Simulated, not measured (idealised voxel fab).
process module | voxel local oxidation
cross-section cut | 255 nm wide | cells 5 nm
A cross-section is a grid of square cells, given in bands from the top down. A band is one or more rows of cells.
Each band's line starts with the height of the band's top and of its bottom, in nm. Then come its materials from left to right, each with its width in nm. One material with "throughout" fills the band from edge to edge. "air" is empty space.
Height 0 is the level under which the wafer as received is all one material. The lowest band goes on downwards, as in "0 down".
A width such as "30 to 40" changes by the same amount from each row of cells to the next, from the band's top row to its bottom row.
"no change" after a step means that no cell of the cross-section changed.
closed voids: empty space of 8 cells or more with no open way to the top, each as width x height at its distance from the left edge, in nm
after a step's settings: what the simulator itself notes on the step
overlay nm, on a step with a mask: how far to the right of its planned place the mask lay; to the left if negative
plan
1 op RECEIVE | material Si
2 op CONFORMAL_DEP | material SiO2 | thk nm 5
3 op CONFORMAL_DEP | material SiN | thk nm 15
4 op PATTERN | tone cover | mask id ACTIVE | material resist | width nm 105 | thk nm 15 | overlay nm 0
5 op DIRECTIONAL_ETCH | etch materials SiN | depth nm 15
6 op STRIP | etch materials resist
7 op SELECTIVE_ETCH | etch materials SiO2 | depth nm 5
8 op OXIDIZE | depth nm 10
9 op STRIP | etch materials SiN
first wafer, as planned
as received, after step 1
  0 down: Si throughout
  closed voids: none
after step 2
  5 to 0: SiO2 throughout
  below 0: unchanged
after step 3
  20 to 5: SiN throughout
  below 5: unchanged
after step 4
  35 to 20: air 75 | resist 105 | air 75
  below 20: unchanged
after step 5
  35 to 20: air 75 | resist 105 | air 75
  20 to 5: air 75 | SiN 105 | air 75
  below 5: unchanged
after step 6
  20 to 5: air 75 | SiN 105 | air 75
  below 5: unchanged
after step 7
  20 to 5: air 75 | SiN 105 | air 75
  5 to 0: air 80 | SiO2 95 | air 80
  below 0: unchanged
after step 8
  20 to 5: air 75 | SiN 105 | air 75
  5 to 0: air 80 | SiO2 95 | air 80
  0 to -10: SiO2 90 | Si 75 | SiO2 90
  below -10: unchanged
after step 9
  5 to 0: air 80 | SiO2 95 | air 80
  below 0: unchanged
second wafer: like start, like plan, one mistake. Through step 3 it matches the first wafer
when step 4 should have ended
  35 to 20: air 65 | resist 105 | air 85
  below 20: unchanged
when step 5 should have ended
  35 to 20: air 65 | resist 105 | air 85
  20 to 5: air 65 | SiN 105 | air 85
  below 5: unchanged
when step 6 should have ended
  20 to 5: air 65 | SiN 105 | air 85
  below 5: unchanged
when step 7 should have ended
  20 to 5: air 65 | SiN 105 | air 85
  5 to 0: air 70 | SiO2 95 | air 90
  below 0: unchanged
when step 8 should have ended
  20 to 5: air 65 | SiN 105 | air 85
  5 to 0: air 70 | SiO2 95 | air 90
  0 to -10: SiO2 80 | Si 75 | SiO2 100
  below -10: unchanged
when step 9 should have ended
  5 to 0: air 70 | SiO2 95 | air 90
  below 0: unchanged
what went wrong: step 4 ran as: op PATTERN | tone cover | mask id ACTIVE | material resist | width nm 105 | thk nm 15 | overlay nm -10
at the end the second wafer has, in cells: as many of each material as the first, in other places
